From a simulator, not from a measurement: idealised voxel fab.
process module | voxel air gaps
cross-section cut | 210 nm wide | cells 5 nm
A cross-section is a grid of square cells, given in bands from the top down. A band is one or more rows of cells.
Each band's line starts with the height of the band's top and of its bottom, in nm. Then come its materials from left to right, each with its width in nm. One material with "throughout" fills the band from edge to edge. "air" is empty space.
Height 0 is the level under which the wafer as received is all one material. The lowest band goes on downwards, as in "0 down".
A width such as "30 to 40" changes by the same amount from each row of cells to the next, from the band's top row to its bottom row.
"no change" after a step means that no cell of the cross-section changed.
closed voids: empty space of 8 cells or more with no open way to the top, each as width x height at its distance from the left edge, in nm
after a step's settings: what the simulator itself notes on the step
overlay nm, on a step with a mask: how far to the right of its planned place the mask lay; to the left if negative
plan
1 op RECEIVE | material Si
2 op CONFORMAL_DEP | material SiO2 | thk nm 10
3 op CONFORMAL_DEP | material SiCN | thk nm 5
4 op DIRECTIONAL_DEP | material lowk | thk nm 35
5 op MASKED_ETCH | tone open | mask id LINES | width nm 15 | pitch nm 50 | etch materials lowk | depth nm 35 | overlay nm 0
6 op CONFORMAL_DEP | material TiN | thk nm 5
7 op FILL_DEP | material W | thk nm 5
8 op CMP | height nm 50
9 op EPI | material Ru | thk nm 10
10 op SELECTIVE_ETCH | etch materials lowk | depth nm 45
11 op CONFORMAL_DEP | material SiCN | thk nm 5
varied across the wafers: width nm of step 5. The plan shows the first wafer's value. All wafers start alike
first wafer as received, after step 1
  0 down: Si throughout
  closed voids: none
each wafer at the end: cells of each material gained (+) or lost (-) since it was received, then its closed voids
width nm 15 | +56 Ru | +188 SiCN | +84 SiO2 | +60 TiN | +24 W | closed voids: none
width nm 20 | +64 Ru | +188 SiCN | +84 SiO2 | +64 TiN | +48 W | closed voids: 20 x 25 at 45; 20 x 25 at 95; 20 x 25 at 145
width nm 25 | +72 Ru | +176 SiCN | +84 SiO2 | +68 TiN | +72 W | closed voids: 15 x 25 at 50; 15 x 25 at 100; 15 x 25 at 150; 10 x 25 at 200
width nm 30 | +80 Ru | +110 SiCN | +84 SiO2 | +72 TiN | +96 W | +84 lowk | closed voids: 10 x 25 at 0; 10 x 25 at 200
